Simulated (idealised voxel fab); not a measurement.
Process module heading - voxel lift off
The width of the displayed cross-section, cut, is 145 nm; its cells are square, with a size of 5 nm.
Throughout this document, each cross-section is represented as a grid of square cells and is presented as a sequence of bands enumerated from the top downward, where a band comprises one or more rows of cells. Heights first: top, then bottom, in nm. Then materials, left to right, each with a width in nm. "all across" on a single material: fills the band edge to edge. "blank": empty space. Heads up on the height convention: 0 is the point under which the incoming wafer is all one material, and the lowest band has no bottom, it just keeps going down, like "0 -> down". It should be noted that a width expressed as "30->40" varies in equal increments from row to row of cells within the band, taking the value of the first number at the top row and that of the second number at the bottom row. The cross-section has no changed cell in any step marked "nothing changed". So "Closed-off voids" is basically the list of trapped voids: any empty space of 8 cells or more that can't reach the top through an opening. They're written width x height at distance, the distance being from the left edge, and it's all nm. It should be noted that, on the line of a given step, the content following the step's settings is a remark produced by the simulator itself with respect to that step. When a step includes a mask, the "overlay nm" setting on its line states how far to the right of its planned place that mask lay, and negative values state how far to the left.

## Listed below are the process steps as planned
step 1: RECEIVE [material Si]
step 2: CONFORMAL_DEP [material SiN] [thk nm 15]
step 3: PATTERN [tone open] [mask id LINES] [material resist] [width nm 15] [pitch nm 30] [thk nm 25] [overlay nm 0]
step 4: DIRECTIONAL_DEP [material Ru] [thk nm 10]
step 5: STRIP [etch materials resist]
step 6: CONFORMAL_DEP [material SiO2] [thk nm 10]

## First wafer, two in total, run as planned

## Cross-section, incoming material, after step 1
* 0 -> down: Si all across
* Closed-off voids: none

## After step 2: wafer cross-section
* 15 -> 0: SiN all across
* Beneath the level 0, the cross-section is identical to its previous state.

## After step 3: wafer cross-section
* 40 -> 15: resist: 20, blank: 15, resist: 15, blank: 15, resist: 15, blank: 15, resist: 15, blank: 15, resist: 20
* Beneath the level 15, the cross-section is identical to its previous state.

## After step 4: wafer cross-section
* 50 -> 40: Ru: 20, blank: 15, Ru: 15, blank: 15, Ru: 15, blank: 15, Ru: 15, blank: 15, Ru: 20
* 40 -> 25: resist: 20, blank: 15, resist: 15, blank: 15, resist: 15, blank: 15, resist: 15, blank: 15, resist: 20
* 25 -> 15: resist: 20, Ru: 15, resist: 15, Ru: 15, resist: 15, Ru: 15, resist: 15, Ru: 15, resist: 20
* Beneath the level 15, the cross-section is identical to its previous state.

## After step 5: wafer cross-section
* 25 -> 15: blank: 20, Ru: 15, blank: 15, Ru: 15, blank: 15, Ru: 15, blank: 15, Ru: 15, blank: 20
* Beneath the level 15, the cross-section is identical to its previous state.

## After step 6: wafer cross-section
* 35 -> 25: blank: 10, SiO2: 125, blank: 10
* 25 -> 15: SiO2: 20, Ru: 15, SiO2: 15, Ru: 15, SiO2: 15, Ru: 15, SiO2: 15, Ru: 15, SiO2: 20
* Beneath the level 15, the cross-section is identical to its previous state.

## Notes, second wafer: start = first wafer's, plan = first wafer's, execution had one mistake; history identical to first through step 3

## Cross-sectional representation of the second wafer at the time designated in the plan for the completion of step 4
* 50 -> 40: SiN: 20, blank: 15, SiN: 15, blank: 15, SiN: 15, blank: 15, SiN: 15, blank: 15, SiN: 20
* 40 -> 25: resist: 20, blank: 15, resist: 15, blank: 15, resist: 15, blank: 15, resist: 15, blank: 15, resist: 20
* 25 -> 15: resist: 20, SiN: 15, resist: 15, SiN: 15, resist: 15, SiN: 15, resist: 15, SiN: 15, resist: 20
* Beneath the level 15, the cross-section is identical to its previous state.

## Cross-sectional representation of the second wafer at the time designated in the plan for the completion of step 5
* 25 -> 15: blank: 20, SiN: 15, blank: 15, SiN: 15, blank: 15, SiN: 15, blank: 15, SiN: 15, blank: 20
* Beneath the level 15, the cross-section is identical to its previous state.

## Cross-sectional representation of the second wafer at the time designated in the plan for the completion of step 6
* 35 -> 25: blank: 10, SiO2: 125, blank: 10
* 25 -> 15: SiO2: 20, SiN: 15, SiO2: 15, SiN: 15, SiO2: 15, SiN: 15, SiO2: 15, SiN: 15, SiO2: 20
* Beneath the level 15, the cross-section is identical to its previous state.
Finding, execution versus plan: so step 4 ended up running with a different setting than we planned, it ran as DIRECTIONAL_DEP [material SiN] [thk nm 10]
Heads up, by the end the second wafer has more or fewer cells of some materials compared to the first: Ru -24; SiN +24
